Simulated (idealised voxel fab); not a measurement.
process module | voxel ribs on slabs
cross-section cut | 190 nm wide | cells 5 nm
A cross-section is a grid of square cells, given in bands from the top down. A band is one or more rows of cells.
Each band's line starts with the height of the band's top and of its bottom, in nm. Then come its materials from left to right, each with its width in nm. One material with "throughout" fills the band from edge to edge. "air" is empty space.
Height 0 is the level under which the wafer as received is all one material. The lowest band goes on downwards, as in "0 down".
A width such as "30 to 40" changes by the same amount from each row of cells to the next, from the band's top row to its bottom row.
"no change" after a step means that no cell of the cross-section changed.
closed voids: empty space of 8 cells or more with no open way to the top, each as width x height at its distance from the left edge, in nm
after a step's settings: what the simulator itself notes on the step
overlay nm, on a step with a mask: how far to the right of its planned place the mask lay; to the left if negative
plan
1 op RECEIVE | material Si
2 op DIRECTIONAL_DEP | material SiO2 | thk nm 25
3 op DIRECTIONAL_DEP | material SiN | thk nm 15
4 op PATTERN | tone cover | mask id RIB | material resist | width nm 30 | thk nm 20 | overlay nm 0
5 op DIRECTIONAL_ETCH | etch materials SiN | depth nm 5
6 op STRIP | etch materials resist
7 op MASKED_ETCH | tone cover | mask id SLAB | width nm 80 | etch materials SiN | depth nm 10 | overlay nm 0
8 op FILL_DEP | material SiO2 | thk nm 20
9 op CMP | height nm 50
10 op DIRECTIONAL_DEP | material TiN | thk nm 10
11 op PATTERN | tone cover | mask id HEATER | material resist | width nm 40 | thk nm 20 | overlay nm 0
12 op DIRECTIONAL_ETCH | etch materials TiN | depth nm 10
13 op STRIP | etch materials resist
14 op CONFORMAL_DEP | material SiN | thk nm 5
as received, after step 1
  0 down: Si throughout
  closed voids: none
a wafer at the end: this start, this plan, one mistake
  65 to 60: air 70 | SiN 50 | air 70
  60 to 55: air 70 | SiN 5 | TiN 40 | SiN 5 | air 70
  55 to 50: SiN 75 | TiN 40 | SiN 75
  50 to 40: SiO2 throughout
  40 to 35: SiO2 85 | SiN 30 | SiO2 75
  35 to 25: SiO2 55 | SiN 80 | SiO2 55
  25 to 0: SiO2 throughout
  0 down: Si throughout
  closed voids: none
what went wrong: step 4 ran as: op PATTERN | tone cover | mask id RIB | material resist | width nm 30 | thk nm 20 | overlay nm 5
